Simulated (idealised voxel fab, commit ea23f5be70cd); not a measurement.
process module | voxel capacitor over wiring
Pictured: cross-section cut, 240 nm wide, on a grid of 5 nm square cells.
In what follows, cross-sections appear as grids of square cells, described through bands that run from the top down, where every band is one or more rows of cells. Band: top height; bottom height; in nm. Then, left to right: material with width in nm, for each material. "throughout": a single material spanning edge to edge. "blank": empty space. Height reference: 0 = level under which incoming wafer is all one material. Lowest band: no bottom, runs on downward, e.g. "z 0 and below". Top row gets the first number, bottom row gets the second, and each row in between changes by the same step: that is how a band width like "30->40" works. Step note "no alteration" = no cross-section cell changed. "Closed void listing" specifies each empty space that is not open to the top and that occupies no fewer than 8 cells, using the form width x height at distance, the distance measured from the left edge and all three quantities in nm. Step line, after settings: the simulator's comment on this step. A step's line can hold "overlay nm"; with a mask on that step, the setting says how far right of the planned place the mask lay, while a negative setting says it lay to the left.

[Process steps foreseen in the plan]
1: RECEIVE, material Si
2: CONFORMAL_DEP, material SiO2, thk nm 15
3: CONFORMAL_DEP, material SiCN, thk nm 5
4: DIRECTIONAL_DEP, material SiO2, thk nm 15
5: PATTERN, tone open, mask id METAL_1, material resist, width nm 25, pitch nm 85, thk nm 15, overlay nm 0
6: DIRECTIONAL_ETCH, etch materials SiO2, depth nm 15
7: DIRECTIONAL_ETCH, etch materials SiCN, depth nm 5
8: STRIP, etch materials resist
9: CONFORMAL_DEP, material TiN, thk nm 5
10: FILL_DEP, material Ru, thk nm 10
11: CMP, height nm 35
12: CONFORMAL_DEP, material SiCN, thk nm 5
13: DIRECTIONAL_DEP, material lowk, thk nm 10
14: PATTERN, tone open, mask id PLUG_1, material resist, width nm 15, thk nm 20, overlay nm 0
15: DIRECTIONAL_ETCH, etch materials lowk, depth nm 10
16: DIRECTIONAL_ETCH, etch materials SiCN, depth nm 5
17: STRIP, etch materials resist
18: EPI, material Ru, thk nm 10
19: EPI, material Ru, thk nm 5
20: DIRECTIONAL_DEP, material TiN, thk nm 5
21: DIRECTIONAL_DEP, material Al2O3, thk nm 5
22: DIRECTIONAL_DEP, material TiN, thk nm 5
23: DIRECTIONAL_DEP, material aC, thk nm 15
24: PATTERN, tone cover, mask id UPPER_PLATE, material resist, width nm 65, thk nm 30, overlay nm 0
25: DIRECTIONAL_ETCH, etch materials aC, depth nm 15
26: STRIP, etch materials resist
27: DIRECTIONAL_ETCH, etch materials TiN, depth nm 5
28: DIRECTIONAL_ETCH, etch materials Al2O3, depth nm 5
29: STRIP, etch materials aC
30: PATTERN, tone cover, mask id LOWER_PLATE, material resist, width nm 75, thk nm 20, overlay nm 0
31: DIRECTIONAL_ETCH, etch materials TiN, depth nm 5
32: STRIP, etch materials resist
33: FILL_DEP, material SiO2, thk nm 15
34: CMP, height nm 75
35: DIRECTIONAL_DEP, material aC, thk nm 15
36: PATTERN, tone open, mask id PLUG_2, material resist, width nm 15, thk nm 35, overlay nm 0
37: DIRECTIONAL_ETCH, etch materials aC, depth nm 15
38: STRIP, etch materials resist
39: DIRECTIONAL_ETCH, etch materials SiO2, depth nm 10
40: STRIP, etch materials aC
41: CONFORMAL_DEP, material TiN, thk nm 5
42: FILL_DEP, material W, thk nm 5
43: CMP, height nm 75
44: CONFORMAL_DEP, material SiCN, thk nm 5

[What follows covers the first of two wafers; it ran as planned]

[Cross-section: wafer on arrival = after step 1]
    z 0 and below | Si throughout
    Closed void listing: none

[You're looking at a cross-section of the wafer after step 2]
    z 15 to 0 | SiO2 throughout
    Unchanged below 0.

[You're looking at a cross-section of the wafer after step 3]
    z 20 to 15 | SiCN throughout
    Unchanged below 15.

[You're looking at a cross-section of the wafer after step 4]
    z 35 to 20 | SiO2 throughout
    Unchanged below 20.

[You're looking at a cross-section of the wafer after step 5]
    z 50 to 35 | 65 resist; 25 blank; 60 resist; 25 blank; 65 resist
    Unchanged below 35.

[You're looking at a cross-section of the wafer after step 6]
    z 50 to 35 | 65 resist; 25 blank; 60 resist; 25 blank; 65 resist
    z 35 to 20 | 65 SiO2; 25 blank; 60 SiO2; 25 blank; 65 SiO2
    Unchanged below 20.

[You're looking at a cross-section of the wafer after step 7]
    z 50 to 35 | 65 resist; 25 blank; 60 resist; 25 blank; 65 resist
    z 35 to 20 | 65 SiO2; 25 blank; 60 SiO2; 25 blank; 65 SiO2
    z 20 to 15 | 65 SiCN; 25 blank; 60 SiCN; 25 blank; 65 SiCN
    Unchanged below 15.

[You're looking at a cross-section of the wafer after step 8]
    z 35 to 20 | 65 SiO2; 25 blank; 60 SiO2; 25 blank; 65 SiO2
    Unchanged below 20.

[You're looking at a cross-section of the wafer after step 9]
    z 40 to 35 | 70 TiN; 15 blank; 70 TiN; 15 blank; 70 TiN
    z 35 to 20 | 65 SiO2; 5 TiN; 15 blank; 5 TiN; 60 SiO2; 5 TiN; 15 blank; 5 TiN; 65 SiO2
    z 20 to 15 | 65 SiCN; 25 TiN; 60 SiCN; 25 TiN; 65 SiCN
    Unchanged below 15.

[You're looking at a cross-section of the wafer after step 10]
    z 50 to 40 | Ru throughout
    z 40 to 35 | 70 TiN; 15 Ru; 70 TiN; 15 Ru; 70 TiN
    z 35 to 20 | 65 SiO2; 5 TiN; 15 Ru; 5 TiN; 60 SiO2; 5 TiN; 15 Ru; 5 TiN; 65 SiO2
    Unchanged below 20.

[You're looking at a cross-section of the wafer after step 11]
    z 35 to 20 | 65 SiO2; 5 TiN; 15 Ru; 5 TiN; 60 SiO2; 5 TiN; 15 Ru; 5 TiN; 65 SiO2
    Unchanged below 20.

[You're looking at a cross-section of the wafer after step 12]
    z 40 to 35 | SiCN throughout
    Unchanged below 35.

[You're looking at a cross-section of the wafer after step 13]
    z 50 to 40 | lowk throughout
    Unchanged below 40.

[You're looking at a cross-section of the wafer after step 14]
    z 70 to 50 | 75 resist; 15 blank; 150 resist
    Unchanged below 50.

[You're looking at a cross-section of the wafer after step 15]
    z 70 to 50 | 75 resist; 15 blank; 150 resist
    z 50 to 40 | 75 lowk; 15 blank; 150 lowk
    Unchanged below 40.

[You're looking at a cross-section of the wafer after step 16]
    z 70 to 50 | 75 resist; 15 blank; 150 resist
    z 50 to 40 | 75 lowk; 15 blank; 150 lowk
    z 40 to 35 | 75 SiCN; 15 blank; 150 SiCN
    Unchanged below 35.

[You're looking at a cross-section of the wafer after step 17]
    z 50 to 40 | 75 lowk; 15 blank; 150 lowk
    Unchanged below 40.

[You're looking at a cross-section of the wafer after step 18]
    z 50 to 45 | 75 lowk; 15 blank; 150 lowk
    z 45 to 40 | 75 lowk; 15 Ru; 150 lowk
    z 40 to 35 | 75 SiCN; 15 Ru; 150 SiCN
    Unchanged below 35.

[You're looking at a cross-section of the wafer after step 19]
    z 50 to 40 | 75 lowk; 15 Ru; 150 lowk
    Unchanged below 40.

[You're looking at a cross-section of the wafer after step 20]
    z 55 to 50 | TiN throughout
    Unchanged below 50.

[You're looking at a cross-section of the wafer after step 21]
    z 60 to 55 | Al2O3 throughout
    Unchanged below 55.

[You're looking at a cross-section of the wafer after step 22]
    z 65 to 60 | TiN throughout
    Unchanged below 60.

[You're looking at a cross-section of the wafer after step 23]
    z 80 to 65 | aC throughout
    Unchanged below 65.

[You're looking at a cross-section of the wafer after step 24]
    z 110 to 80 | 75 blank; 65 resist; 100 blank
    Unchanged below 80.

[You're looking at a cross-section of the wafer after step 25]
    z 95 to 80 | 75 blank; 65 resist; 100 blank
    z 80 to 65 | 75 blank; 65 aC; 100 blank
    Unchanged below 65.

[You're looking at a cross-section of the wafer after step 26]
    z 80 to 65 | 75 blank; 65 aC; 100 blank
    Unchanged below 65.

[You're looking at a cross-section of the wafer after step 27]
    z 80 to 65 | 75 blank; 65 aC; 100 blank
    z 65 to 60 | 75 blank; 65 TiN; 100 blank
    Unchanged below 60.

[You're looking at a cross-section of the wafer after step 28]
    z 80 to 65 | 75 blank; 65 aC; 100 blank
    z 65 to 60 | 75 blank; 65 TiN; 100 blank
    z 60 to 55 | 75 blank; 65 Al2O3; 100 blank
    Unchanged below 55.

[You're looking at a cross-section of the wafer after step 29]
    z 65 to 60 | 75 blank; 65 TiN; 100 blank
    Unchanged below 60.

[You're looking at a cross-section of the wafer after step 30]
    z 85 to 65 | 70 blank; 75 resist; 95 blank
    z 65 to 60 | 70 blank; 5 resist; 65 TiN; 5 resist; 95 blank
    z 60 to 55 | 70 blank; 5 resist; 65 Al2O3; 5 resist; 95 blank
    Unchanged below 55.

[You're looking at a cross-section of the wafer after step 31]
    z 85 to 65 | 70 blank; 75 resist; 95 blank
    z 65 to 60 | 70 blank; 5 resist; 65 TiN; 5 resist; 95 blank
    z 60 to 55 | 70 blank; 5 resist; 65 Al2O3; 5 resist; 95 blank
    z 55 to 50 | 70 blank; 75 TiN; 95 blank
    Unchanged below 50.

[You're looking at a cross-section of the wafer after step 32]
    z 65 to 60 | 75 blank; 65 TiN; 100 blank
    z 60 to 55 | 75 blank; 65 Al2O3; 100 blank
    Unchanged below 55.

[You're looking at a cross-section of the wafer after step 33]
    z 80 to 65 | SiO2 throughout
    z 65 to 60 | 75 SiO2; 65 TiN; 100 SiO2
    z 60 to 55 | 75 SiO2; 65 Al2O3; 100 SiO2
    z 55 to 50 | 70 SiO2; 75 TiN; 95 SiO2
    Unchanged below 50.

[You're looking at a cross-section of the wafer after step 34]
    z 75 to 65 | SiO2 throughout
    Unchanged below 65.

[You're looking at a cross-section of the wafer after step 35]
    z 90 to 75 | aC throughout
    Unchanged below 75.

[You're looking at a cross-section of the wafer after step 36]
    z 125 to 90 | 85 resist; 15 blank; 140 resist
    Unchanged below 90.

[You're looking at a cross-section of the wafer after step 37]
    z 110 to 90 | 85 resist; 15 blank; 140 resist
    z 90 to 75 | 85 aC; 15 blank; 140 aC
    Unchanged below 75.

[You're looking at a cross-section of the wafer after step 38]
    z 90 to 75 | 85 aC; 15 blank; 140 aC
    Unchanged below 75.

[You're looking at a cross-section of the wafer after step 39]
    z 90 to 75 | 85 aC; 15 blank; 140 aC
    z 75 to 65 | 85 SiO2; 15 blank; 140 SiO2
    Unchanged below 65.

[You're looking at a cross-section of the wafer after step 40]
    z 75 to 65 | 85 SiO2; 15 blank; 140 SiO2
    Unchanged below 65.

[You're looking at a cross-section of the wafer after step 41]
    z 80 to 75 | 90 TiN; 5 blank; 145 TiN
    z 75 to 70 | 85 SiO2; 5 TiN; 5 blank; 5 TiN; 140 SiO2
    z 70 to 60 | 85->75 SiO2; 15->65 TiN; 140->100 SiO2
    Unchanged below 60.

[You're looking at a cross-section of the wafer after step 42]
    z 85 to 80 | W throughout
    z 80 to 75 | 90 TiN; 5 W; 145 TiN
    z 75 to 70 | 85 SiO2; 5 TiN; 5 W; 5 TiN; 140 SiO2
    Unchanged below 70.

[You're looking at a cross-section of the wafer after step 43]
    z 75 to 70 | 85 SiO2; 5 TiN; 5 W; 5 TiN; 140 SiO2
    Unchanged below 70.

[You're looking at a cross-section of the wafer after step 44]
    z 80 to 75 | SiCN throughout
    Unchanged below 75.

[It is to be noted that the second wafer proceeded from the same initial state and according to the same plan as the first, although one mistake was committed in its execution; through step 4, inclusive, the two wafers share an identical history]

[when step 5 should have ended]
    z 50 to 35 | 60 resist; 35 blank; 50 resist; 35 blank; 60 resist
    Unchanged below 35.

[when step 6 should have ended]
    z 50 to 35 | 60 resist; 35 blank; 50 resist; 35 blank; 60 resist
    z 35 to 20 | 60 SiO2; 35 blank; 50 SiO2; 35 blank; 60 SiO2
    Unchanged below 20.

[when step 7 should have ended]
    z 50 to 35 | 60 resist; 35 blank; 50 resist; 35 blank; 60 resist
    z 35 to 20 | 60 SiO2; 35 blank; 50 SiO2; 35 blank; 60 SiO2
    z 20 to 15 | 60 SiCN; 35 blank; 50 SiCN; 35 blank; 60 SiCN
    Unchanged below 15.

[when step 8 should have ended]
    z 35 to 20 | 60 SiO2; 35 blank; 50 SiO2; 35 blank; 60 SiO2
    Unchanged below 20.

[when step 9 should have ended]
    z 40 to 35 | 65 TiN; 25 blank; 60 TiN; 25 blank; 65 TiN
    z 35 to 20 | 60 SiO2; 5 TiN; 25 blank; 5 TiN; 50 SiO2; 5 TiN; 25 blank; 5 TiN; 60 SiO2
    z 20 to 15 | 60 SiCN; 35 TiN; 50 SiCN; 35 TiN; 60 SiCN
    Unchanged below 15.

[when step 10 should have ended]
    z 50 to 40 | Ru throughout
    z 40 to 35 | 65 TiN; 25 Ru; 60 TiN; 25 Ru; 65 TiN
    z 35 to 20 | 60 SiO2; 5 TiN; 25 Ru; 5 TiN; 50 SiO2; 5 TiN; 25 Ru; 5 TiN; 60 SiO2
    Unchanged below 20.

[when step 11 should have ended]
    z 35 to 20 | 60 SiO2; 5 TiN; 25 Ru; 5 TiN; 50 SiO2; 5 TiN; 25 Ru; 5 TiN; 60 SiO2
    Unchanged below 20.

[when step 12 should have ended]
    z 40 to 35 | SiCN throughout
    Unchanged below 35.

[when step 13 should have ended]
    z 50 to 40 | lowk throughout
    Unchanged below 40.

[when step 14 should have ended]
    z 70 to 50 | 75 resist; 15 blank; 150 resist
    Unchanged below 50.

[when step 15 should have ended]
    z 70 to 50 | 75 resist; 15 blank; 150 resist
    z 50 to 40 | 75 lowk; 15 blank; 150 lowk
    Unchanged below 40.

[when step 16 should have ended]
    z 70 to 50 | 75 resist; 15 blank; 150 resist
    z 50 to 40 | 75 lowk; 15 blank; 150 lowk
    z 40 to 35 | 75 SiCN; 15 blank; 150 SiCN
    Unchanged below 35.

[when step 17 should have ended]
    z 50 to 40 | 75 lowk; 15 blank; 150 lowk
    Unchanged below 40.

[when step 18 should have ended]
    z 50 to 45 | 75 lowk; 15 blank; 150 lowk
    z 45 to 40 | 75 lowk; 15 Ru; 150 lowk
    z 40 to 35 | 75 SiCN; 15 Ru; 150 SiCN
    Unchanged below 35.

[when step 19 should have ended]
    z 50 to 40 | 75 lowk; 15 Ru; 150 lowk
    Unchanged below 40.

[when step 20 should have ended]
    z 55 to 50 | TiN throughout
    Unchanged below 50.

[when step 21 should have ended]
    z 60 to 55 | Al2O3 throughout
    Unchanged below 55.

[when step 22 should have ended]
    z 65 to 60 | TiN throughout
    Unchanged below 60.

[when step 23 should have ended]
    z 80 to 65 | aC throughout
    Unchanged below 65.

[when step 24 should have ended]
    z 110 to 80 | 75 blank; 65 resist; 100 blank
    Unchanged below 80.

[when step 25 should have ended]
    z 95 to 80 | 75 blank; 65 resist; 100 blank
    z 80 to 65 | 75 blank; 65 aC; 100 blank
    Unchanged below 65.

[when step 26 should have ended]
    z 80 to 65 | 75 blank; 65 aC; 100 blank
    Unchanged below 65.

[when step 27 should have ended]
    z 80 to 65 | 75 blank; 65 aC; 100 blank
    z 65 to 60 | 75 blank; 65 TiN; 100 blank
    Unchanged below 60.

[when step 28 should have ended]
    z 80 to 65 | 75 blank; 65 aC; 100 blank
    z 65 to 60 | 75 blank; 65 TiN; 100 blank
    z 60 to 55 | 75 blank; 65 Al2O3; 100 blank
    Unchanged below 55.

[when step 29 should have ended]
    z 65 to 60 | 75 blank; 65 TiN; 100 blank
    Unchanged below 60.

[when step 30 should have ended]
    z 85 to 65 | 70 blank; 75 resist; 95 blank
    z 65 to 60 | 70 blank; 5 resist; 65 TiN; 5 resist; 95 blank
    z 60 to 55 | 70 blank; 5 resist; 65 Al2O3; 5 resist; 95 blank
    Unchanged below 55.

[when step 31 should have ended]
    z 85 to 65 | 70 blank; 75 resist; 95 blank
    z 65 to 60 | 70 blank; 5 resist; 65 TiN; 5 resist; 95 blank
    z 60 to 55 | 70 blank; 5 resist; 65 Al2O3; 5 resist; 95 blank
    z 55 to 50 | 70 blank; 75 TiN; 95 blank
    Unchanged below 50.

[when step 32 should have ended]
    z 65 to 60 | 75 blank; 65 TiN; 100 blank
    z 60 to 55 | 75 blank; 65 Al2O3; 100 blank
    Unchanged below 55.

[when step 33 should have ended]
    z 80 to 65 | SiO2 throughout
    z 65 to 60 | 75 SiO2; 65 TiN; 100 SiO2
    z 60 to 55 | 75 SiO2; 65 Al2O3; 100 SiO2
    z 55 to 50 | 70 SiO2; 75 TiN; 95 SiO2
    Unchanged below 50.

[when step 34 should have ended]
    z 75 to 65 | SiO2 throughout
    Unchanged below 65.

[when step 35 should have ended]
    z 90 to 75 | aC throughout
    Unchanged below 75.

[when step 36 should have ended]
    z 125 to 90 | 85 resist; 15 blank; 140 resist
    Unchanged below 90.

[when step 37 should have ended]
    z 110 to 90 | 85 resist; 15 blank; 140 resist
    z 90 to 75 | 85 aC; 15 blank; 140 aC
    Unchanged below 75.

[when step 38 should have ended]
    z 90 to 75 | 85 aC; 15 blank; 140 aC
    Unchanged below 75.

[when step 39 should have ended]
    z 90 to 75 | 85 aC; 15 blank; 140 aC
    z 75 to 65 | 85 SiO2; 15 blank; 140 SiO2
    Unchanged below 65.

[when step 40 should have ended]
    z 75 to 65 | 85 SiO2; 15 blank; 140 SiO2
    Unchanged below 65.

[when step 41 should have ended]
    z 80 to 75 | 90 TiN; 5 blank; 145 TiN
    z 75 to 70 | 85 SiO2; 5 TiN; 5 blank; 5 TiN; 140 SiO2
    z 70 to 60 | 85->75 SiO2; 15->65 TiN; 140->100 SiO2
    Unchanged below 60.

[when step 42 should have ended]
    z 85 to 80 | W throughout
    z 80 to 75 | 90 TiN; 5 W; 145 TiN
    z 75 to 70 | 85 SiO2; 5 TiN; 5 W; 5 TiN; 140 SiO2
    Unchanged below 70.

[when step 43 should have ended]
    z 75 to 70 | 85 SiO2; 5 TiN; 5 W; 5 TiN; 140 SiO2
    Unchanged below 70.

[when step 44 should have ended]
    z 80 to 75 | SiCN throughout
    Unchanged below 75.
Deviation from plan: step 5 was run on a setting that differed from the plan, and what really ran there is PATTERN, tone open, mask id METAL_1, material resist, width nm 35, pitch nm 85, thk nm 15, overlay nm 0
The final cell counts differ between the wafers, with the second having more or fewer of some materials than the first: 12 more of Ru; 4 fewer of SiCN; 12 fewer of SiO2; 4 more of TiN
